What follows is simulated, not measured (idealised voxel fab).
process module | voxel ribs on slabs
cross-section cut | 245 nm wide | cells 5 nm
A cross-section is a grid of square cells, given in bands from the top down. A band is one or more rows of cells.
Each band's line starts with the height of the band's top and of its bottom, in nm. Then come its materials from left to right, each with its width in nm. One material with "throughout" fills the band from edge to edge. "air" is empty space.
Height 0 is the level under which the wafer as received is all one material. The lowest band goes on downwards, as in "0 down".
A width such as "30 to 40" changes by the same amount from each row of cells to the next, from the band's top row to its bottom row.
"no change" after a step means that no cell of the cross-section changed.
closed voids: empty space of 8 cells or more with no open way to the top, each as width x height at its distance from the left edge, in nm
after a step's settings: what the simulator itself notes on the step
overlay nm, on a step with a mask: how far to the right of its planned place the mask lay; to the left if negative
plan
1 op RECEIVE | material Si
2 op DIRECTIONAL_DEP | material SiO2 | thk nm 20
3 op DIRECTIONAL_DEP | material polySi | thk nm 25
4 op MASKED_ETCH | tone cover | mask id RIB | width nm 30 | etch materials polySi | depth nm 5 | overlay nm 0
5 op DIRECTIONAL_DEP | material aC | thk nm 15
6 op PATTERN | tone cover | mask id SLAB | material resist | width nm 70 | thk nm 30 | overlay nm 0
7 op DIRECTIONAL_ETCH | etch materials aC | depth nm 15
8 op STRIP | etch materials resist
9 op DIRECTIONAL_ETCH | etch materials polySi | depth nm 20
10 op STRIP | etch materials aC
11 op FILL_DEP | material SiO2 | thk nm 25
12 op CMP | height nm 65
13 op DIRECTIONAL_DEP | material W | thk nm 10
14 op PATTERN | tone cover | mask id HEATER | material resist | width nm 40 | thk nm 15 | overlay nm 0
15 op DIRECTIONAL_ETCH | etch materials W | depth nm 10
16 op STRIP | etch materials resist
17 op CONFORMAL_DEP | material SiO2 | thk nm 10
as received, after step 1
  0 down: Si throughout
  closed voids: none
a wafer at the end: this start, this plan, one mistake
  75 to 65: air 100 | W 40 | air 105
  65 to 45: SiO2 throughout
  45 to 40: SiO2 105 | polySi 30 | SiO2 110
  40 to 20: SiO2 85 | polySi 70 | SiO2 90
  20 to 0: SiO2 throughout
  0 down: Si throughout
  closed voids: none
what went wrong: step 17 was left out
